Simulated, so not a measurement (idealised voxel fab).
process module | voxel self aligned vias
cross-section cut | 145 nm wide | cells 5 nm
A cross-section is a grid of square cells, given in bands from the top down. A band is one or more rows of cells.
Each band's line starts with the height of the band's top and of its bottom, in nm. Then come its materials from left to right, each with its width in nm. One material with "throughout" fills the band from edge to edge. "air" is empty space.
Height 0 is the level under which the wafer as received is all one material. The lowest band goes on downwards, as in "0 down".
A width such as "30 to 40" changes by the same amount from each row of cells to the next, from the band's top row to its bottom row.
"no change" after a step means that no cell of the cross-section changed.
closed voids: empty space of 8 cells or more with no open way to the top, each as width x height at its distance from the left edge, in nm
after a step's settings: what the simulator itself notes on the step
overlay nm, on a step with a mask: how far to the right of its planned place the mask lay; to the left if negative
plan
1 op RECEIVE | material Si
2 op CONFORMAL_DEP | material SiO2 | thk nm 15
3 op CONFORMAL_DEP | material SiCN | thk nm 5
4 op DIRECTIONAL_DEP | material SiO2 | thk nm 25
5 op DIRECTIONAL_DEP | material aC | thk nm 15
6 op PATTERN | tone open | mask id LINES | material resist | width nm 30 | pitch nm 60 | thk nm 35 | overlay nm 0
7 op DIRECTIONAL_ETCH | etch materials aC | depth nm 15
8 op STRIP | etch materials resist
9 op DIRECTIONAL_ETCH | etch materials SiO2 | depth nm 25
10 op STRIP | etch materials aC
11 op CONFORMAL_DEP | material TiN | thk nm 5
12 op FILL_DEP | material Ru | thk nm 5
13 op CMP | height nm 45
14 op SELECTIVE_ETCH | etch materials W Ru TiN | depth nm 5
15 op FILL_DEP | material SiN | thk nm 5
16 op CMP | height nm 45
17 op DIRECTIONAL_DEP | material SiO2 | thk nm 15
18 op MASKED_ETCH | tone open | mask id VIAS | width nm 40 | etch materials SiO2 | depth nm 15 | overlay nm 0
19 op MASKED_ETCH | tone open | mask id VIAS | width nm 40 | etch materials SiN | depth nm 5 | overlay nm 0
20 op CONFORMAL_DEP | material TiN | thk nm 5
21 op FILL_DEP | material Cu | thk nm 5
22 op CMP | height nm 60
23 op CONFORMAL_DEP | material SiN | thk nm 5
first wafer, as planned
as received, after step 1
  0 down: Si throughout
  closed voids: none
after step 2
  15 to 0: SiO2 throughout
  below 0: unchanged
after step 3
  20 to 15: SiCN throughout
  below 15: unchanged
after step 4
  45 to 20: SiO2 throughout
  below 20: unchanged
after step 5
  60 to 45: aC throughout
  below 45: unchanged
after step 6
  95 to 60: resist 25 | air 30 | resist 30 | air 30 | resist 30
  below 60: unchanged
after step 7
  80 to 60: resist 25 | air 30 | resist 30 | air 30 | resist 30
  60 to 45: aC 25 | air 30 | aC 30 | air 30 | aC 30
  below 45: unchanged
after step 8
  60 to 45: aC 25 | air 30 | aC 30 | air 30 | aC 30
  below 45: unchanged
after step 9
  60 to 45: aC 25 | air 30 | aC 30 | air 30 | aC 30
  45 to 20: SiO2 25 | air 30 | SiO2 30 | air 30 | SiO2 30
  below 20: unchanged
after step 10
  45 to 20: SiO2 25 | air 30 | SiO2 30 | air 30 | SiO2 30
  below 20: unchanged
after step 11
  50 to 45: TiN 30 | air 20 | TiN 40 | air 20 | TiN 35
  45 to 25: SiO2 25 | TiN 5 | air 20 | TiN 5 | SiO2 30 | TiN 5 | air 20 | TiN 5 | SiO2 30
  25 to 20: SiO2 25 | TiN 30 | SiO2 30 | TiN 30 | SiO2 30
  below 20: unchanged
after step 12
  55 to 50: Ru throughout
  50 to 45: TiN 30 | Ru 20 | TiN 40 | Ru 20 | TiN 35
  45 to 25: SiO2 25 | TiN 5 | Ru 20 | TiN 5 | SiO2 30 | TiN 5 | Ru 20 | TiN 5 | SiO2 30
  below 25: unchanged
after step 13
  45 to 25: SiO2 25 | TiN 5 | Ru 20 | TiN 5 | SiO2 30 | TiN 5 | Ru 20 | TiN 5 | SiO2 30
  below 25: unchanged
after step 14
  45 to 40: SiO2 25 | air 30 | SiO2 30 | air 30 | SiO2 30
  below 40: unchanged
after step 15
  50 to 45: SiN throughout
  45 to 40: SiO2 25 | SiN 30 | SiO2 30 | SiN 30 | SiO2 30
  below 40: unchanged
after step 16
  45 to 40: SiO2 25 | SiN 30 | SiO2 30 | SiN 30 | SiO2 30
  below 40: unchanged
after step 17
  60 to 45: SiO2 throughout
  below 45: unchanged
after step 18
  60 to 45: SiO2 20 | air 40 | SiO2 85
  below 45: unchanged
after step 19
  60 to 45: SiO2 20 | air 40 | SiO2 85
  45 to 40: SiO2 25 | air 30 | SiO2 30 | SiN 30 | SiO2 30
  below 40: unchanged
after step 20
  65 to 60: TiN 25 | air 30 | TiN 90
  60 to 50: SiO2 20 | TiN 5 | air 30 | TiN 5 | SiO2 85
  50 to 45: SiO2 20 | TiN 10 | air 20 | TiN 10 | SiO2 85
  45 to 40: SiO2 25 | TiN 30 | SiO2 30 | SiN 30 | SiO2 30
  below 40: unchanged
after step 21
  70 to 65: Cu throughout
  65 to 60: TiN 25 | Cu 30 | TiN 90
  60 to 50: SiO2 20 | TiN 5 | Cu 30 | TiN 5 | SiO2 85
  50 to 45: SiO2 20 | TiN 10 | Cu 20 | TiN 10 | SiO2 85
  below 45: unchanged
after step 22
  60 to 50: SiO2 20 | TiN 5 | Cu 30 | TiN 5 | SiO2 85
  below 50: unchanged
after step 23
  65 to 60: SiN throughout
  below 60: unchanged
second wafer: like start, like plan, one mistake. Through step 18 it matches the first wafer
when step 19 should have ended
  60 to 45: SiO2 20 | air 40 | SiO2 85
  45 to 40: SiO2 20 | air 5 | SiN 30 | air 5 | SiO2 25 | SiN 30 | SiO2 30
  below 40: unchanged
when step 20 should have ended
  65 to 60: TiN 25 | air 30 | TiN 90
  60 to 50: SiO2 20 | TiN 5 | air 30 | TiN 5 | SiO2 85
  50 to 45: SiO2 20 | TiN 40 | SiO2 85
  45 to 40: SiO2 20 | TiN 5 | SiN 30 | TiN 5 | SiO2 25 | SiN 30 | SiO2 30
  below 40: unchanged
when step 21 should have ended
  70 to 65: Cu throughout
  65 to 60: TiN 25 | Cu 30 | TiN 90
  60 to 50: SiO2 20 | TiN 5 | Cu 30 | TiN 5 | SiO2 85
  below 50: unchanged
when step 22 should have ended
  60 to 50: SiO2 20 | TiN 5 | Cu 30 | TiN 5 | SiO2 85
  below 50: unchanged
when step 23 should have ended
  65 to 60: SiN throughout
  below 60: unchanged
what went wrong: step 19 ran as: op MASKED_ETCH | tone open | mask id VIAS | width nm 40 | etch materials SiO2 | depth nm 5 | overlay nm 0
at the end the second wafer has, in cells: 4 fewer of Cu | 6 more of SiN | 2 fewer of SiO2
